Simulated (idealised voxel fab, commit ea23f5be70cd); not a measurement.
Proc. module: voxel transistor to metal
cross-section cut | 280 nm wide | cells 5 nm
Cross-section format: a grid of square cells, given as bands from top to bottom; each band is one or more rows of cells.
What a band's entry tells you: where the top is and where the bottom is, as heights in nm, and after that what lies inside, material by material from left to right, each with its width in nm. Empty space is written as the word "air", and a single material marked with the word "edge to edge" occupies the band from edge to edge.
Below 0: as-received wafer, all one material; heights counted from there. Lowest band: no bottom, goes on down, written "0 down".
A width such as "30..40" changes by the same amount from each row of cells to the next, from the band's top row to its bottom row.
The designation "nothing got changed", where it is given for a processing step, indicates that no cell of the cross-section was altered in the course of that step.
The entry "Closed-off voids" lists the empty spaces that cover at least 8 cells and have no open path to the top. Each is written as width x height at distance, where the distance is measured from the left edge and all three values are in nm.
On a step's line, text after the settings is the simulator commenting on that step.
If you see "overlay nm" on a step's line and that step has a mask, it's telling you how far right of where it was planned the mask ended up; a negative number means it went left instead.
Read each pair as before and after one process step. The after cross-section shows only down to the lowest band that changed. The step between them and its settings are given below the pair. Pairs can come from different runs of this module on the same starting wafer. A pair continues from the pair above only where its "Pre-step view" entry says so.
Pre-step view
80 to 60  lowk 25 nm | air 20 nm | lowk 115 nm | air 20 nm | lowk 100 nm
60 to 50  lowk 25 nm | air 15 nm | lowk 120 nm | air 15 nm | lowk 105 nm
50 to 45  SiCN 25 nm | air 15 nm | SiCN 120 nm | air 15 nm | SiCN 105 nm
45 to 40  SiCN 25 nm | TiN 20 nm | SiCN 55 nm | TiN 20 nm | SiCN 40 nm | TiN 20 nm | SiCN 55 nm | TiN 20 nm | SiCN 25 nm
40 to 20  Ru edge to edge
20 to 10  SiO2 25 nm | TiN 5 nm | W 10 nm | TiN 5 nm | SiO2 55 nm | TiN 5 nm | W 10 nm | TiN 5 nm | SiO2 40 nm | TiN 5 nm | W 10 nm | TiN 5 nm | SiO2 55 nm | TiN 5 nm | W 10 nm | TiN 5 nm | SiO2 25 nm
10 to 0  SiO2 25 nm | TiN 5 nm | W 10..5 nm | TiN 5..10 nm | SiO2 5 nm | SiN 5 nm | HfO2 5 nm | TiN 5 nm | W 15 nm | TiN 5 nm | HfO2 5 nm | SiN 5 nm | SiO2 5 nm | TiN 5..10 nm | W 10..5 nm | TiN 5 nm | SiO2 40 nm | TiN 5 nm | W 10..5 nm | TiN 5..10 nm | SiO2 5 nm | SiN 5 nm | HfO2 5 nm | TiN 5 nm | W 15 nm | TiN 5 nm | HfO2 5 nm | SiN 5 nm | SiO2 5 nm | TiN 5..10 nm | W 10..5 nm | TiN 5 nm | SiO2 25 nm
0 to -5  SiO2 25 nm | TiN 15 nm | nSi 10 nm | SiN 5 nm | HfO2 5 nm | TiN 25 nm | HfO2 5 nm | SiN 5 nm | nSi 10 nm | TiN 15 nm | SiO2 40 nm | TiN 15 nm | nSi 10 nm | SiN 5 nm | HfO2 5 nm | TiN 25 nm | HfO2 5 nm | SiN 5 nm | nSi 10 nm | TiN 15 nm | SiO2 25 nm
-5 to -10  SiO2 20 nm | nSi 30 nm | SiO2 5 nm | HfO2 35 nm | SiO2 5 nm | nSi 30 nm | SiO2 30 nm | nSi 30 nm | SiO2 5 nm | HfO2 35 nm | SiO2 5 nm | nSi 30 nm | SiO2 20 nm
-10 to -15  SiO2 25 nm | nSi 25 nm | Si 45 nm | nSi 25 nm | SiO2 40 nm | nSi 25 nm | Si 45 nm | nSi 25 nm | SiO2 25 nm
-15 to -30  SiO2 25 nm | Si 95 nm | SiO2 40 nm | Si 95 nm | SiO2 25 nm
-30 down  Si edge to edge
Closed-off voids: none
Sectional View, Post-Process
85 to 80  TiN 30 nm | air 10 nm | TiN 125 nm | air 10 nm | TiN 105 nm
80 to 65  lowk 25 nm | TiN 5 nm | air 10 nm | TiN 5 nm | lowk 115 nm | TiN 5 nm | air 10 nm | TiN 5 nm | lowk 100 nm
65 to 60  lowk 25 nm | TiN 5 nm | air 5 nm | TiN 10 nm | lowk 115 nm | TiN 5 nm | air 5 nm | TiN 10 nm | lowk 100 nm
60 to 50  lowk 25 nm | TiN 5 nm | air 5 nm | TiN 5 nm | lowk 120 nm | TiN 5 nm | air 5 nm | TiN 5 nm | lowk 105 nm
50 to 45  SiCN 25 nm | TiN 15 nm | SiCN 120 nm | TiN 15 nm | SiCN 105 nm
No changes below 45.
Closed-off voids: none
The step occurring between the two cross-sections depicted above is identified as CONFORMAL_DEP [material TiN] [thk nm 5]
Pre-step view: after-step cross-section of the pair just above applies.
Sectional View, Post-Process
90 to 85  Ru edge to edge
85 to 80  TiN 30 nm | Ru 10 nm | TiN 125 nm | Ru 10 nm | TiN 105 nm
80 to 65  lowk 25 nm | TiN 5 nm | Ru 10 nm | TiN 5 nm | lowk 115 nm | TiN 5 nm | Ru 10 nm | TiN 5 nm | lowk 100 nm
65 to 60  lowk 25 nm | TiN 5 nm | Ru 5 nm | TiN 10 nm | lowk 115 nm | TiN 5 nm | Ru 5 nm | TiN 10 nm | lowk 100 nm
60 to 50  lowk 25 nm | TiN 5 nm | Ru 5 nm | TiN 5 nm | lowk 120 nm | TiN 5 nm | Ru 5 nm | TiN 5 nm | lowk 105 nm
No changes below 50.
Closed-off voids: none
The step occurring between the two cross-sections depicted above is identified as FILL_DEP [material Ru] [thk nm 5]
Pre-step view: after-step cross-section of the pair just above applies.
Sectional View, Post-Process
80 to 65  lowk 25 nm | TiN 5 nm | Ru 10 nm | TiN 5 nm | lowk 115 nm | TiN 5 nm | Ru 10 nm | TiN 5 nm | lowk 100 nm
No changes below 65.
Closed-off voids: none
The step occurring between the two cross-sections depicted above is identified as CMP [height nm 80]
Pre-step view: after-step cross-section of the pair just above applies.
Sectional View, Post-Process
85 to 80  SiN edge to edge
No changes below 80.
Closed-off voids: none
The step occurring between the two cross-sections depicted above is identified as CONFORMAL_DEP [material SiN] [thk nm 5]
Pre-step view
10 to 0  SiO2 50 nm | SiN 5 nm | HfO2 5 nm | TiN 5 nm | W 15 nm | TiN 5 nm | HfO2 5 nm | SiN 5 nm | SiO2 90 nm | SiN 5 nm | HfO2 5 nm | TiN 5 nm | W 15 nm | TiN 5 nm | HfO2 5 nm | SiN 5 nm | SiO2 50 nm
0 to -5  SiO2 40 nm | nSi 10 nm | SiN 5 nm | HfO2 5 nm | TiN 25 nm | HfO2 5 nm | SiN 5 nm | nSi 10 nm | SiO2 70 nm | nSi 10 nm | SiN 5 nm | HfO2 5 nm | TiN 25 nm | HfO2 5 nm | SiN 5 nm | nSi 10 nm | SiO2 40 nm
-5 to -10  SiO2 20 nm | nSi 30 nm | SiO2 5 nm | HfO2 35 nm | SiO2 5 nm | nSi 30 nm | SiO2 30 nm | nSi 30 nm | SiO2 5 nm | HfO2 35 nm | SiO2 5 nm | nSi 30 nm | SiO2 20 nm
-10 to -15  SiO2 25 nm | nSi 25 nm | Si 45 nm | nSi 25 nm | SiO2 40 nm | nSi 25 nm | Si 45 nm | nSi 25 nm | SiO2 25 nm
-15 to -30  SiO2 25 nm | Si 95 nm | SiO2 40 nm | Si 95 nm | SiO2 25 nm
-30 down  Si edge to edge
Closed-off voids: none
Sectional View, Post-Process
15 to 10  SiO2 edge to edge
No changes below 10.
Closed-off voids: none
The step occurring between the two cross-sections depicted above is identified as DIRECTIONAL_DEP [material SiO2] [thk nm 5]
Pre-step view: after-step cross-section of the pair just above applies.
Sectional View, Post-Process
25 to 15  aC edge to edge
No changes below 15.
Closed-off voids: none
The step occurring between the two cross-sections depicted above is identified as DIRECTIONAL_DEP [material aC] [thk nm 10]
Pre-step view: after-step cross-section of the pair just above applies.
Sectional View, Post-Process
55 to 25  resist 25 nm | air 20 nm | resist 55 nm | air 20 nm | resist 40 nm | air 20 nm | resist 55 nm | air 20 nm | resist 25 nm
No changes below 25.
Closed-off voids: none
The step occurring between the two cross-sections depicted above is identified as PATTERN [tone open] [mask id CONTACT] [material resist] [width nm 20] [thk nm 30] [overlay nm 0]
Pre-step view: after-step cross-section of the pair just above applies.
Sectional View, Post-Process
45 to 25  resist 25 nm | air 20 nm | resist 55 nm | air 20 nm | resist 40 nm | air 20 nm | resist 55 nm | air 20 nm | resist 25 nm
25 to 15  aC 25 nm | air 20 nm | aC 55 nm | air 20 nm | aC 40 nm | air 20 nm | aC 55 nm | air 20 nm | aC 25 nm
No changes below 15.
Closed-off voids: none
The step occurring between the two cross-sections depicted above is identified as DIRECTIONAL_ETCH [etch materials aC] [depth nm 10]
Pre-step view: after-step cross-section of the pair just above applies.
Sectional View, Post-Process
25 to 15  aC 25 nm | air 20 nm | aC 55 nm | air 20 nm | aC 40 nm | air 20 nm | aC 55 nm | air 20 nm | aC 25 nm
No changes below 15.
Closed-off voids: none
The step occurring between the two cross-sections depicted above is identified as STRIP [etch materials resist]
Pre-step view: after-step cross-section of the pair just above applies.
Sectional View, Post-Process
25 to 15  aC 25 nm | air 20 nm | aC 55 nm | air 20 nm | aC 40 nm | air 20 nm | aC 55 nm | air 20 nm | aC 25 nm
15 to 10  SiO2 25 nm | air 20 nm | SiO2 55 nm | air 20 nm | SiO2 40 nm | air 20 nm | SiO2 55 nm | air 20 nm | SiO2 25 nm
10 to 0  SiO2 25 nm | air 20 nm | SiO2 5 nm | SiN 5 nm | HfO2 5 nm | TiN 5 nm | W 15 nm | TiN 5 nm | HfO2 5 nm | SiN 5 nm | SiO2 5 nm | air 20 nm | SiO2 40 nm | air 20 nm | SiO2 5 nm | SiN 5 nm | HfO2 5 nm | TiN 5 nm | W 15 nm | TiN 5 nm | HfO2 5 nm | SiN 5 nm | SiO2 5 nm | air 20 nm | SiO2 25 nm
0 to -5  SiO2 25 nm | air 15 nm | nSi 10 nm | SiN 5 nm | HfO2 5 nm | TiN 25 nm | HfO2 5 nm | SiN 5 nm | nSi 10 nm | air 15 nm | SiO2 40 nm | air 15 nm | nSi 10 nm | SiN 5 nm | HfO2 5 nm | TiN 25 nm | HfO2 5 nm | SiN 5 nm | nSi 10 nm | air 15 nm | SiO2 25 nm
No changes below -5.
Closed-off voids: none
The step occurring between the two cross-sections depicted above is identified as DIRECTIONAL_ETCH [etch materials SiO2] [depth nm 25]
Pre-step view: after-step cross-section of the pair just above applies.
Sectional View, Post-Process
15 to 10  SiO2 25 nm | air 20 nm | SiO2 55 nm | air 20 nm | SiO2 40 nm | air 20 nm | SiO2 55 nm | air 20 nm | SiO2 25 nm
No changes below 10.
Closed-off voids: none
The step occurring between the two cross-sections depicted above is identified as STRIP [etch materials aC]
Pre-step view: after-step cross-section of the pair just above applies.
Sectional View, Post-Process
20 to 15  TiN 30 nm | air 10 nm | TiN 65 nm | air 10 nm | TiN 50 nm | air 10 nm | TiN 65 nm | air 10 nm | TiN 30 nm
15 to 10  SiO2 25 nm | TiN 5 nm | air 10 nm | TiN 5 nm | SiO2 55 nm | TiN 5 nm | air 10 nm | TiN 5 nm | SiO2 40 nm | TiN 5 nm | air 10 nm | TiN 5 nm | SiO2 55 nm | TiN 5 nm | air 10 nm | TiN 5 nm | SiO2 25 nm
10 to 0  SiO2 25 nm | TiN 5 nm | air 10..5 nm | TiN 5..10 nm | SiO2 5 nm | SiN 5 nm | HfO2 5 nm | TiN 5 nm | W 15 nm | TiN 5 nm | HfO2 5 nm | SiN 5 nm | SiO2 5 nm | TiN 5..10 nm | air 10..5 nm | TiN 5 nm | SiO2 40 nm | TiN 5 nm | air 10..5 nm | TiN 5..10 nm | SiO2 5 nm | SiN 5 nm | HfO2 5 nm | TiN 5 nm | W 15 nm | TiN 5 nm | HfO2 5 nm | SiN 5 nm | SiO2 5 nm | TiN 5..10 nm | air 10..5 nm | TiN 5 nm | SiO2 25 nm
0 to -5  SiO2 25 nm | TiN 15 nm | nSi 10 nm | SiN 5 nm | HfO2 5 nm | TiN 25 nm | HfO2 5 nm | SiN 5 nm | nSi 10 nm | TiN 15 nm | SiO2 40 nm | TiN 15 nm | nSi 10 nm | SiN 5 nm | HfO2 5 nm | TiN 25 nm | HfO2 5 nm | SiN 5 nm | nSi 10 nm | TiN 15 nm | SiO2 25 nm
No changes below -5.
Closed-off voids: none
The step occurring between the two cross-sections depicted above is identified as CONFORMAL_DEP [material TiN] [thk nm 5]
Pre-step view: after-step cross-section of the pair just above applies.
Sectional View, Post-Process
30 to 20  W edge to edge
20 to 15  TiN 30 nm | W 10 nm | TiN 65 nm | W 10 nm | TiN 50 nm | W 10 nm | TiN 65 nm | W 10 nm | TiN 30 nm
15 to 10  SiO2 25 nm | TiN 5 nm | W 10 nm | TiN 5 nm | SiO2 55 nm | TiN 5 nm | W 10 nm | TiN 5 nm | SiO2 40 nm | TiN 5 nm | W 10 nm | TiN 5 nm | SiO2 55 nm | TiN 5 nm | W 10 nm | TiN 5 nm | SiO2 25 nm
10 to 0  SiO2 25 nm | TiN 5 nm | W 10..5 nm | TiN 5..10 nm | SiO2 5 nm | SiN 5 nm | HfO2 5 nm | TiN 5 nm | W 15 nm | TiN 5 nm | HfO2 5 nm | SiN 5 nm | SiO2 5 nm | TiN 5..10 nm | W 10..5 nm | TiN 5 nm | SiO2 40 nm | TiN 5 nm | W 10..5 nm | TiN 5..10 nm | SiO2 5 nm | SiN 5 nm | HfO2 5 nm | TiN 5 nm | W 15 nm | TiN 5 nm | HfO2 5 nm | SiN 5 nm | SiO2 5 nm | TiN 5..10 nm | W 10..5 nm | TiN 5 nm | SiO2 25 nm
No changes below 0.
Closed-off voids: none
The step occurring between the two cross-sections depicted above is identified as FILL_DEP [material W] [thk nm 10]
Pre-step view: after-step cross-section of the pair just above applies.
Sectional View, Post-Process
20 to 15  TiN 30 nm | W 10 nm | TiN 65 nm | W 10 nm | TiN 50 nm | W 10 nm | TiN 65 nm | W 10 nm | TiN 30 nm
No changes below 15.
Closed-off voids: none
The step occurring between the two cross-sections depicted above is identified as CMP [height nm 20]
Pre-step view: after-step cross-section of the pair just above applies.
Sectional View, Post-Process
25 to 20  TiN edge to edge
No changes below 20.
Closed-off voids: none
The step occurring between the two cross-sections depicted above is identified as DIRECTIONAL_DEP [material TiN] [thk nm 5]
Pre-step view: after-step cross-section of the pair just above applies.
Sectional View, Post-Process
45 to 25  Ru edge to edge
No changes below 25.
Closed-off voids: none
The step occurring between the two cross-sections depicted above is identified as DIRECTIONAL_DEP [material Ru] [thk nm 20]
Pre-step view: after-step cross-section of the pair just above applies.
Sectional View, Post-Process
65 to 45  air 25 nm | resist 20 nm | air 55 nm | resist 20 nm | air 40 nm | resist 20 nm | air 55 nm | resist 20 nm | air 25 nm
No changes below 45.
Closed-off voids: none
The step occurring between the two cross-sections depicted above is identified as PATTERN [tone cover] [mask id METAL_1] [material resist] [width nm 20] [thk nm 20] [overlay nm 0]
Pre-step view: after-step cross-section of the pair just above applies.
Sectional View, Post-Process
65 to 45  air 25 nm | resist 20 nm | air 55 nm | resist 20 nm | air 40 nm | resist 20 nm | air 55 nm | resist 20 nm | air 25 nm
45 to 25  air 25 nm | Ru 20 nm | air 55 nm | Ru 20 nm | air 40 nm | Ru 20 nm | air 55 nm | Ru 20 nm | air 25 nm
No changes below 25.
Closed-off voids: none
The step occurring between the two cross-sections depicted above is identified as DIRECTIONAL_ETCH [etch materials Ru] [depth nm 20]
Pre-step view: after-step cross-section of the pair just above applies.
Sectional View, Post-Process
65 to 45  air 25 nm | resist 20 nm | air 55 nm | resist 20 nm | air 40 nm | resist 20 nm | air 55 nm | resist 20 nm | air 25 nm
45 to 25  air 25 nm | Ru 20 nm | air 55 nm | Ru 20 nm | air 40 nm | Ru 20 nm | air 55 nm | Ru 20 nm | air 25 nm
25 to 20  air 25 nm | TiN 20 nm | air 55 nm | TiN 20 nm | air 40 nm | TiN 20 nm | air 55 nm | TiN 20 nm | air 25 nm
No changes below 20.
Closed-off voids: none
The step occurring between the two cross-sections depicted above is identified as DIRECTIONAL_ETCH [etch materials TiN] [depth nm 5]
Pre-step view: after-step cross-section of the pair just above applies.
Sectional View, Post-Process
45 to 25  air 25 nm | Ru 20 nm | air 55 nm | Ru 20 nm | air 40 nm | Ru 20 nm | air 55 nm | Ru 20 nm | air 25 nm
No changes below 25.
Closed-off voids: none
The step occurring between the two cross-sections depicted above is identified as STRIP [etch materials resist]
Pre-step view: after-step cross-section of the pair just above applies.
Sectional View, Post-Process
50 to 45  air 20 nm | SiCN 30 nm | air 45 nm | SiCN 30 nm | air 30 nm | SiCN 30 nm | air 45 nm | SiCN 30 nm | air 20 nm
45 to 25  air 20 nm | SiCN 5 nm | Ru 20 nm | SiCN 5 nm | air 45 nm | SiCN 5 nm | Ru 20 nm | SiCN 5 nm | air 30 nm | SiCN 5 nm | Ru 20 nm | SiCN 5 nm | air 45 nm | SiCN 5 nm | Ru 20 nm | SiCN 5 nm | air 20 nm
25 to 20  SiCN 25 nm | TiN 20 nm | SiCN 55 nm | TiN 20 nm | SiCN 40 nm | TiN 20 nm | SiCN 55 nm | TiN 20 nm | SiCN 25 nm
No changes below 20.
Closed-off voids: none
The step occurring between the two cross-sections depicted above is identified as CONFORMAL_DEP [material SiCN] [thk nm 5]
Pre-step view: after-step cross-section of the pair just above applies.
Sectional View, Post-Process
60 to 50  lowk edge to edge
50 to 45  lowk 20 nm | SiCN 30 nm | lowk 45 nm | SiCN 30 nm | lowk 30 nm | SiCN 30 nm | lowk 45 nm | SiCN 30 nm | lowk 20 nm
45 to 25  lowk 20 nm | SiCN 5 nm | Ru 20 nm | SiCN 5 nm | lowk 45 nm | SiCN 5 nm | Ru 20 nm | SiCN 5 nm | lowk 30 nm | SiCN 5 nm | Ru 20 nm | SiCN 5 nm | lowk 45 nm | SiCN 5 nm | Ru 20 nm | SiCN 5 nm | lowk 20 nm
No changes below 25.
Closed-off voids: none
The step occurring between the two cross-sections depicted above is identified as FILL_DEP [material lowk] [thk nm 10]
Pre-step view: after-step cross-section of the pair just above applies.
Sectional View, Post-Process
45 to 25  lowk 20 nm | SiCN 5 nm | Ru 20 nm | SiCN 5 nm | lowk 45 nm | SiCN 5 nm | Ru 20 nm | SiCN 5 nm | lowk 30 nm | SiCN 5 nm | Ru 20 nm | SiCN 5 nm | lowk 45 nm | SiCN 5 nm | Ru 20 nm | SiCN 5 nm | lowk 20 nm
No changes below 25.
Closed-off voids: none
The step occurring between the two cross-sections depicted above is identified as CMP [height nm 45]
Pre-step view: after-step cross-section of the pair just above applies.
Sectional View, Post-Process
50 to 45  SiCN edge to edge
No changes below 45.
Closed-off voids: none
The step occurring between the two cross-sections depicted above is identified as CONFORMAL_DEP [material SiCN] [thk nm 5]
Pre-step view: after-step cross-section of the pair just above applies.
Sectional View, Post-Process
80 to 50  lowk edge to edge
No changes below 50.
Closed-off voids: none
The step occurring between the two cross-sections depicted above is identified as DIRECTIONAL_DEP [material lowk] [thk nm 30]
Pre-step view: after-step cross-section of the pair just above applies.
Sectional View, Post-Process
95 to 80  resist 25 nm | air 20 nm | resist 115 nm | air 20 nm | resist 100 nm
No changes below 80.
Closed-off voids: none
The step occurring between the two cross-sections depicted above is identified as PATTERN [tone open] [mask id METAL_2] [material resist] [width nm 20] [pitch nm 135] [thk nm 15] [overlay nm 0]
Pre-step view: after-step cross-section of the pair just above applies.
Sectional View, Post-Process
95 to 80  resist 25 nm | air 20 nm | resist 115 nm | air 20 nm | resist 100 nm
80 to 60  lowk 25 nm | air 20 nm | lowk 115 nm | air 20 nm | lowk 100 nm
No changes below 60.
Closed-off voids: none
The step occurring between the two cross-sections depicted above is identified as DIRECTIONAL_ETCH [etch materials lowk] [depth nm 20]
Pre-step view: after-step cross-section of the pair just above applies.
Sectional View, Post-Process
80 to 60  lowk 25 nm | air 20 nm | lowk 115 nm | air 20 nm | lowk 100 nm
No changes below 60.
Closed-off voids: none
The step occurring between the two cross-sections depicted above is identified as STRIP [etch materials resist]
Pre-step view: after-step cross-section of the pair just above applies.
Sectional View, Post-Process
95 to 80  resist 25 nm | air 15 nm | resist 120 nm | air 15 nm | resist 105 nm
80 to 60  lowk 25 nm | air 15 nm | resist 5 nm | lowk 115 nm | air 15 nm | resist 5 nm | lowk 100 nm
No changes below 60.
Closed-off voids: none
The step occurring between the two cross-sections depicted above is identified as PATTERN [tone open] [mask id METAL_2_HOLES] [material resist] [width nm 15] [pitch nm 135] [thk nm 15] [overlay nm 0]
Pre-step view: after-step cross-section of the pair just above applies.
Sectional View, Post-Process
95 to 80  resist 25 nm | air 15 nm | resist 120 nm | air 15 nm | resist 105 nm
80 to 60  lowk 25 nm | air 15 nm | resist 5 nm | lowk 115 nm | air 15 nm | resist 5 nm | lowk 100 nm
60 to 50  lowk 25 nm | air 15 nm | lowk 120 nm | air 15 nm | lowk 105 nm
No changes below 50.
Closed-off voids: none
The step occurring between the two cross-sections depicted above is identified as DIRECTIONAL_ETCH [etch materials lowk] [depth nm 10]
Pre-step view: after-step cross-section of the pair just above applies.
Sectional View, Post-Process
95 to 80  resist 25 nm | air 15 nm | resist 120 nm | air 15 nm | resist 105 nm
80 to 60  lowk 25 nm | air 15 nm | resist 5 nm | lowk 115 nm | air 15 nm | resist 5 nm | lowk 100 nm
60 to 50  lowk 25 nm | air 15 nm | lowk 120 nm | air 15 nm | lowk 105 nm
50 to 45  SiCN 25 nm | air 15 nm | SiCN 120 nm | air 15 nm | SiCN 105 nm
No changes below 45.
Closed-off voids: none
The step occurring between the two cross-sections depicted above is identified as DIRECTIONAL_ETCH [etch materials SiCN] [depth nm 5]
Pre-step view: after-step cross-section of the pair just above applies.
Sectional View, Post-Process
80 to 60  lowk 25 nm | air 20 nm | lowk 115 nm | air 20 nm | lowk 100 nm
No changes below 60.
Closed-off voids: none
The step occurring between the two cross-sections depicted above is identified as STRIP [etch materials resist]
Pre-step view: after-step cross-section of the pair just above applies.
Sectional View, Post-Process
85 to 80  TiN 30 nm | air 10 nm | TiN 125 nm | air 10 nm | TiN 105 nm
80 to 65  lowk 25 nm | TiN 5 nm | air 10 nm | TiN 5 nm | lowk 115 nm | TiN 5 nm | air 10 nm | TiN 5 nm | lowk 100 nm
65 to 60  lowk 25 nm | TiN 5 nm | air 5 nm | TiN 10 nm | lowk 115 nm | TiN 5 nm | air 5 nm | TiN 10 nm | lowk 100 nm
60 to 50  lowk 25 nm | TiN 5 nm | air 5 nm | TiN 5 nm | lowk 120 nm | TiN 5 nm | air 5 nm | TiN 5 nm | lowk 105 nm
50 to 45  SiCN 25 nm | TiN 15 nm | SiCN 120 nm | TiN 15 nm | SiCN 105 nm
No changes below 45.
Closed-off voids: none
The step occurring between the two cross-sections depicted above is identified as CONFORMAL_DEP [material TiN] [thk nm 5]
Pre-step view: after-step cross-section of the pair just above applies.
Sectional View, Post-Process
90 to 85  Ru edge to edge
85 to 80  TiN 30 nm | Ru 10 nm | TiN 125 nm | Ru 10 nm | TiN 105 nm
80 to 65  lowk 25 nm | TiN 5 nm | Ru 10 nm | TiN 5 nm | lowk 115 nm | TiN 5 nm | Ru 10 nm | TiN 5 nm | lowk 100 nm
65 to 60  lowk 25 nm | TiN 5 nm | Ru 5 nm | TiN 10 nm | lowk 115 nm | TiN 5 nm | Ru 5 nm | TiN 10 nm | lowk 100 nm
60 to 50  lowk 25 nm | TiN 5 nm | Ru 5 nm | TiN 5 nm | lowk 120 nm | TiN 5 nm | Ru 5 nm | TiN 5 nm | lowk 105 nm
No changes below 50.
Closed-off voids: none
The step occurring between the two cross-sections depicted above is identified as FILL_DEP [material Ru] [thk nm 5]
Pre-step view: after-step cross-section of the pair just above applies.
Sectional View, Post-Process
80 to 65  lowk 25 nm | TiN 5 nm | Ru 10 nm | TiN 5 nm | lowk 115 nm | TiN 5 nm | Ru 10 nm | TiN 5 nm | lowk 100 nm
No changes below 65.
Closed-off voids: none
The step occurring between the two cross-sections depicted above is identified as CMP [height nm 80]
Pre-step view: after-step cross-section of the pair just above applies.
Sectional View, Post-Process
85 to 80  SiN edge to edge
No changes below 80.
Closed-off voids: none
The step occurring between the two cross-sections depicted above is identified as CONFORMAL_DEP [material SiN] [thk nm 5]
Pre-step view
80 to 50  lowk edge to edge
50 to 45  SiCN edge to edge
45 to 25  lowk 20 nm | SiCN 5 nm | Ru 20 nm | SiCN 5 nm | lowk 45 nm | SiCN 5 nm | Ru 20 nm | SiCN 5 nm | lowk 30 nm | SiCN 5 nm | Ru 20 nm | SiCN 5 nm | lowk 45 nm | SiCN 5 nm | Ru 20 nm | SiCN 5 nm | lowk 20 nm
25 to 20  SiCN 25 nm | TiN 20 nm | SiCN 55 nm | TiN 20 nm | SiCN 40 nm | TiN 20 nm | SiCN 55 nm | TiN 20 nm | SiCN 25 nm
20 to 10  SiO2 25 nm | TiN 5 nm | W 10 nm | TiN 5 nm | SiO2 55 nm | TiN 5 nm | W 10 nm | TiN 5 nm | SiO2 40 nm | TiN 5 nm | W 10 nm | TiN 5 nm | SiO2 55 nm | TiN 5 nm | W 10 nm | TiN 5 nm | SiO2 25 nm
10 to 0  SiO2 25 nm | TiN 5 nm | W 10..5 nm | TiN 5..10 nm | SiO2 5 nm | SiN 5 nm | HfO2 5 nm | TiN 5 nm | W 15 nm | TiN 5 nm | HfO2 5 nm | SiN 5 nm | SiO2 5 nm | TiN 5..10 nm | W 10..5 nm | TiN 5 nm | SiO2 40 nm | TiN 5 nm | W 10..5 nm | TiN 5..10 nm | SiO2 5 nm | SiN 5 nm | HfO2 5 nm | TiN 5 nm | W 15 nm | TiN 5 nm | HfO2 5 nm | SiN 5 nm | SiO2 5 nm | TiN 5..10 nm | W 10..5 nm | TiN 5 nm | SiO2 25 nm
0 to -5  SiO2 25 nm | TiN 15 nm | nSi 10 nm | SiN 5 nm | HfO2 5 nm | TiN 25 nm | HfO2 5 nm | SiN 5 nm | nSi 10 nm | TiN 15 nm | SiO2 40 nm | TiN 15 nm | nSi 10 nm | SiN 5 nm | HfO2 5 nm | TiN 25 nm | HfO2 5 nm | SiN 5 nm | nSi 10 nm | TiN 15 nm | SiO2 25 nm
-5 to -10  SiO2 20 nm | nSi 30 nm | SiO2 5 nm | HfO2 35 nm | SiO2 5 nm | nSi 30 nm | SiO2 30 nm | nSi 30 nm | SiO2 5 nm | HfO2 35 nm | SiO2 5 nm | nSi 30 nm | SiO2 20 nm
-10 to -15  SiO2 25 nm | nSi 25 nm | Si 45 nm | nSi 25 nm | SiO2 40 nm | nSi 25 nm | Si 45 nm | nSi 25 nm | SiO2 25 nm
-15 to -30  SiO2 25 nm | Si 95 nm | SiO2 40 nm | Si 95 nm | SiO2 25 nm
-30 down  Si edge to edge
Closed-off voids: none
Sectional View, Post-Process
95 to 80  resist 20 nm | air 30 nm | resist 105 nm | air 30 nm | resist 95 nm
No changes below 80.
Closed-off voids: none
The step occurring between the two cross-sections depicted above is identified as PATTERN [tone open] [mask id METAL_2] [material resist] [width nm 30] [pitch nm 135] [thk nm 15] [overlay nm 0]
Pre-step view: after-step cross-section of the pair just above applies.
Sectional View, Post-Process
95 to 80  resist 20 nm | air 30 nm | resist 105 nm | air 30 nm | resist 95 nm
80 to 60  lowk 20 nm | air 30 nm | lowk 105 nm | air 30 nm | lowk 95 nm
No changes below 60.
Closed-off voids: none
The step occurring between the two cross-sections depicted above is identified as DIRECTIONAL_ETCH [etch materials lowk] [depth nm 20]
Pre-step view: after-step cross-section of the pair just above applies.
Sectional View, Post-Process
80 to 60  lowk 20 nm | air 30 nm | lowk 105 nm | air 30 nm | lowk 95 nm
No changes below 60.
Closed-off voids: none
The step occurring between the two cross-sections depicted above is identified as STRIP [etch materials resist]
Pre-step view: after-step cross-section of the pair just above applies.
Sectional View, Post-Process
95 to 80  resist 25 nm | air 15 nm | resist 120 nm | air 15 nm | resist 105 nm
80 to 60  lowk 20 nm | resist 5 nm | air 15 nm | resist 10 nm | lowk 105 nm | resist 5 nm | air 15 nm | resist 10 nm | lowk 95 nm
No changes below 60.
Closed-off voids: none
The step occurring between the two cross-sections depicted above is identified as PATTERN [tone open] [mask id METAL_2_HOLES] [material resist] [width nm 15] [pitch nm 135] [thk nm 15] [overlay nm 0]
Pre-step view: after-step cross-section of the pair just above applies.
Sectional View, Post-Process
95 to 80  resist 25 nm | air 15 nm | resist 120 nm | air 15 nm | resist 105 nm
80 to 60  lowk 20 nm | resist 5 nm | air 15 nm | resist 10 nm | lowk 105 nm | resist 5 nm | air 15 nm | resist 10 nm | lowk 95 nm
60 to 50  lowk 25 nm | air 15 nm | lowk 120 nm | air 15 nm | lowk 105 nm
No changes below 50.
Closed-off voids: none
The step occurring between the two cross-sections depicted above is identified as DIRECTIONAL_ETCH [etch materials lowk] [depth nm 10]
Pre-step view: after-step cross-section of the pair just above applies.
Sectional View, Post-Process
95 to 80  resist 25 nm | air 15 nm | resist 120 nm | air 15 nm | resist 105 nm
80 to 60  lowk 20 nm | resist 5 nm | air 15 nm | resist 10 nm | lowk 105 nm | resist 5 nm | air 15 nm | resist 10 nm | lowk 95 nm
60 to 50  lowk 25 nm | air 15 nm | lowk 120 nm | air 15 nm | lowk 105 nm
50 to 45  SiCN 25 nm | air 15 nm | SiCN 120 nm | air 15 nm | SiCN 105 nm
No changes below 45.
Closed-off voids: none
The step occurring between the two cross-sections depicted above is identified as DIRECTIONAL_ETCH [etch materials SiCN] [depth nm 5]
Pre-step view: after-step cross-section of the pair just above applies.
Sectional View, Post-Process
80 to 60  lowk 20 nm | air 30 nm | lowk 105 nm | air 30 nm | lowk 95 nm
No changes below 60.
Closed-off voids: none
The step occurring between the two cross-sections depicted above is identified as STRIP [etch materials resist]
Pre-step view: after-step cross-section of the pair just above applies.
Sectional View, Post-Process
85 to 80  TiN 25 nm | air 20 nm | TiN 115 nm | air 20 nm | TiN 100 nm
80 to 65  lowk 20 nm | TiN 5 nm | air 20 nm | TiN 5 nm | lowk 105 nm | TiN 5 nm | air 20 nm | TiN 5 nm | lowk 95 nm
65 to 60  lowk 20 nm | TiN 10 nm | air 5 nm | TiN 15 nm | lowk 105 nm | TiN 10 nm | air 5 nm | TiN 15 nm | lowk 95 nm
60 to 50  lowk 25 nm | TiN 5 nm | air 5 nm | TiN 5 nm | lowk 120 nm | TiN 5 nm | air 5 nm | TiN 5 nm | lowk 105 nm
50 to 45  SiCN 25 nm | TiN 15 nm | SiCN 120 nm | TiN 15 nm | SiCN 105 nm
No changes below 45.
Closed-off voids: none
The step occurring between the two cross-sections depicted above is identified as CONFORMAL_DEP [material TiN] [thk nm 5]
